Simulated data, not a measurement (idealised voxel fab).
Documented hereafter: the process module known as voxel self aligned vias.
Cross-section cut: width 165 nm, square cells of 5 nm.
A cross-section in this document is a grid of square cells, and it is written down as bands, the top band listed before the ones below it; a band is made up of one or more rows of cells.
Band: top and bottom heights (nm) first, top before bottom; then materials from left to right, widths in nm. "edge to edge" marks a sole material filling the band edge to edge. "empty" denotes empty space.
We count height from 0. Below that, the starting wafer is all one material. The lowest band never ends at the bottom but goes on down; see "top 0, no bottom" for how that is written.
Width: "30->40" (first number = top row, second number = bottom row, same change from row to row of cells).
Where the words "left unchanged" appear for a step, the cross-section shows no cell changed by that step; every cell remained as before.
This entry, "Enclosed void list", enumerates those empty regions of no fewer than 8 cells that possess no open connection to the top. Each region is reported in the form width x height at distance, the distance being taken from the left edge, with all three quantities expressed in nm.
If you see something after the settings on a step's line, that's the simulator's own remark about that step.
overlay nm: right-of-plan distance of the mask on a masked step; negative values mean left-of-plan.
Process steps foreseen in the plan
1: RECEIVE | material Si
2: CONFORMAL_DEP | material SiO2 | thk nm 15
3: CONFORMAL_DEP | material SiCN | thk nm 5
4: DIRECTIONAL_DEP | material lowk | thk nm 30
5: PATTERN | tone open | mask id LINES | material resist | width nm 30 | pitch nm 80 | thk nm 20 | overlay nm 0
6: DIRECTIONAL_ETCH | etch materials lowk | depth nm 30
7: STRIP | etch materials resist
8: CONFORMAL_DEP | material TiN | thk nm 5
9: FILL_DEP | material W | thk nm 10
10: CMP | height nm 50
11: SELECTIVE_ETCH | etch materials W Ru TiN | depth nm 10
12: FILL_DEP | material SiN | thk nm 5
13: CMP | height nm 50
14: DIRECTIONAL_DEP | material lowk | thk nm 20
15: DIRECTIONAL_DEP | material aC | thk nm 10
16: PATTERN | tone open | mask id VIAS | material resist | width nm 50 | pitch nm 80 | thk nm 30 | overlay nm 0
17: DIRECTIONAL_ETCH | etch materials aC | depth nm 10
18: STRIP | etch materials resist
19: DIRECTIONAL_ETCH | etch materials lowk | depth nm 20
20: DIRECTIONAL_ETCH | etch materials SiN | depth nm 10
21: STRIP | etch materials aC
22: CONFORMAL_DEP | material TiN | thk nm 5
23: FILL_DEP | material W | thk nm 10
24: CMP | height nm 70
25: CONFORMAL_DEP | material SiCN | thk nm 5
Cross-section of the wafer upon arrival, representing the state reached after step 1
> top 0, no bottom | Si edge to edge
> Enclosed void list: none
Cross-section taken at module completion on the first of two wafers; processed per the plan
> top 75, bottom 70 | SiCN edge to edge
> top 70, bottom 55 | 15 nm lowk, then 5 nm TiN, then 40 nm W, then 5 nm TiN, then 30 nm lowk, then 5 nm TiN, then 40 nm W, then 5 nm TiN, then 20 nm lowk
> top 55, bottom 45 | 15->25 nm lowk, then 15->5 nm TiN, then 20 nm W, then 15->5 nm TiN, then 30->50 nm lowk, then 15->5 nm TiN, then 20 nm W, then 15->5 nm TiN, then 20->30 nm lowk
> top 45, bottom 40 | 25 nm lowk, then 30 nm TiN, then 50 nm lowk, then 30 nm TiN, then 30 nm lowk
> top 40, bottom 25 | 25 nm lowk, then 5 nm TiN, then 20 nm W, then 5 nm TiN, then 50 nm lowk, then 5 nm TiN, then 20 nm W, then 5 nm TiN, then 30 nm lowk
> top 25, bottom 20 | 25 nm lowk, then 30 nm TiN, then 50 nm lowk, then 30 nm TiN, then 30 nm lowk
> top 20, bottom 15 | SiCN edge to edge
> top 15, bottom 0 | SiO2 edge to edge
> top 0, no bottom | Si edge to edge
> Enclosed void list: none
Cross-section, second wafer: same start as the first, same plan as the first, one mistake in running it; taken at the end of the module
> top 75, bottom 70 | SiCN edge to edge
> top 70, bottom 55 | 15 nm lowk, then 5 nm TiN, then 40 nm W, then 5 nm TiN, then 30 nm lowk, then 5 nm TiN, then 40 nm W, then 5 nm TiN, then 20 nm lowk
> top 55, bottom 45 | 15->25 nm lowk, then 15->5 nm TiN, then 20 nm W, then 15->5 nm TiN, then 30->50 nm lowk, then 15->5 nm TiN, then 20 nm W, then 15->5 nm TiN, then 20->30 nm lowk
> top 45, bottom 35 | 25 nm lowk, then 30 nm TiN, then 50 nm lowk, then 30 nm TiN, then 30 nm lowk
> top 35, bottom 30 | SiCN edge to edge
> top 30, bottom 0 | SiO2 edge to edge
> top 0, no bottom | Si edge to edge
> Enclosed void list: none
what went wrong: step 2 of the plan saw execution twice
Upon completion, the second wafer contains, in terms of cells, a greater or smaller amount of certain materials than the first wafer: SiO2: 99 more; TiN: 12 fewer; W: 24 fewer; lowk: 63 fewer
